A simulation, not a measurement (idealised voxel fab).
Title: Process Module voxel lift off
Square cell edge 5 nm, section width 285 nm, ID cut.
Throughout this document, each cross-section is represented as a grid of square cells and is presented as a sequence of bands enumerated from the top downward, where a band comprises one or more rows of cells. What a band's entry tells you: where the top is and where the bottom is, as heights in nm, and after that what lies inside, material by material from left to right, each with its width in nm. Empty space is written as the word "blank", and a single material marked with the word "all across" occupies the band from edge to edge. Heights are reckoned from 0. Under this level, the received wafer is all of one material. The bottommost band is open-ended downward, for example "from 0 down". Think of "30..40" as a width that walks from the first number to the second as you go down the band, top row to bottom row, taking equal-sized steps from row to row. "no alteration" after a step means that no cell of the cross-section changed. What "Internal closed voids" gives you is every empty space of 8 cells or more that is cut off from the top. Each appears as width x height at distance, with the distance taken from the left edge and width, height and distance all in nm. Note: text after step settings on the step line = simulator remark on that step. overlay nm: mask right of planned place by this much (step with mask). Neg. = left.
Process steps (planned)
1) RECEIVE, material Si
2) CONFORMAL_DEP, material SiO2, thk nm 5
3) PATTERN, tone open, mask id LINES, material resist, width nm 15, pitch nm 30, thk nm 20, overlay nm 0
4) DIRECTIONAL_DEP, material Ru, thk nm 10
5) STRIP, etch materials resist
6) CONFORMAL_DEP, material SiO2, thk nm 5
Cross-section of the wafer upon arrival, representing the state reached after step 1
from 0 down = Si all across
Internal closed voids: none
This is how the wafer looks in cross-section once the module is done, given the starting state and plan above and one mistake in carrying the plan out
from 15 to 10 = 100 nm blank, 25 nm SiO2, 5 nm blank, 25 nm SiO2, 5 nm blank, 25 nm SiO2, 100 nm blank
from 10 to 5 = 100 nm blank, 5 nm SiO2, 15 nm Ru, 5 nm SiO2, 5 nm blank, 5 nm SiO2, 15 nm Ru, 5 nm SiO2, 5 nm blank, 5 nm SiO2, 15 nm Ru, 5 nm SiO2, 100 nm blank
from 5 to 0 = 105 nm SiO2, 15 nm Ru, 15 nm SiO2, 15 nm Ru, 15 nm SiO2, 15 nm Ru, 105 nm SiO2
from 0 down = Si all across
Internal closed voids: none
What was the processing mistake? the run left out plan step 2 entirely, so it was never executed
